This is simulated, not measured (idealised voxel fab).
The following process module bears the name voxel ribs on slabs.
For reference, the cross-section in this document is cut, with width 215 nm and square cells of 5 nm.
Cross-sections here: square-cell grids, written as top-down lists of bands, a band being one or more rows of cells.
Quick guide to a band line: top height, bottom height (nm) up front; then every material left to right with its width in nm. Only one material and it's marked "edge to edge"? Then it fills the band edge to edge. And "empty" just means empty space.
Heights are reckoned from 0. Under this level, the received wafer is all of one material. The bottommost band is open-ended downward, for example "0 -> down".
Top row gets the first number, bottom row gets the second, and each row in between changes by the same step: that is how a band width like "30->40" works.
The designation "stayed the same", where it is given for a processing step, indicates that no cell of the cross-section was altered in the course of that step.
The entry "Sealed void list" lists the empty spaces that cover at least 8 cells and have no open path to the top. Each is written as width x height at distance, where the distance is measured from the left edge and all three values are in nm.
Where a step's line continues beyond its settings, the continuation is a remark by the simulator itself on that step.
You can add "overlay nm" to a step's line. For a step with a mask, it describes how far the mask lay to the right of its planned position, and a negative number describes a lay to the left.

Steps planned for the process
- 1: RECEIVE with material Si
- 2: DIRECTIONAL_DEP with material SiO2, thk nm 20
- 3: DIRECTIONAL_DEP with material polySi, thk nm 25
- 4: PATTERN with tone cover, mask id RIB, material resist, width nm 30, thk nm 20, overlay nm 0
- 5: DIRECTIONAL_ETCH with etch materials polySi, depth nm 20
- 6: STRIP with etch materials resist
- 7: MASKED_ETCH with tone cover, mask id SLAB, width nm 70, etch materials polySi, depth nm 5, overlay nm 0
- 8: FILL_DEP with material SiO2, thk nm 25
- 9: CMP with height nm 65
- 10: DIRECTIONAL_DEP with material W, thk nm 10
- 11: MASKED_ETCH with tone cover, mask id HEATER, width nm 40, etch materials W, depth nm 10, overlay nm 0
- 12: CONFORMAL_DEP with material SiO2, thk nm 10

So this is the incoming wafer in cross-section - it's already been through step 1
    0 -> down: Si edge to edge
    Sealed void list: none

The module was run from the start shown above using the plan shown above, but one mistake was made doing it; the resulting wafer cross-section is below
    85 -> 75: empty 75 nm  SiO2 60 nm  empty 80 nm
    75 -> 65: SiO2 85 nm  W 40 nm  SiO2 90 nm
    65 -> 20: polySi edge to edge
    20 -> 0: SiO2 edge to edge
    0 -> down: Si edge to edge
    Sealed void list: none
What broke from the plan during processing? step 8: run off-plan, actual operation and settings FILL_DEP with material polySi, thk nm 25
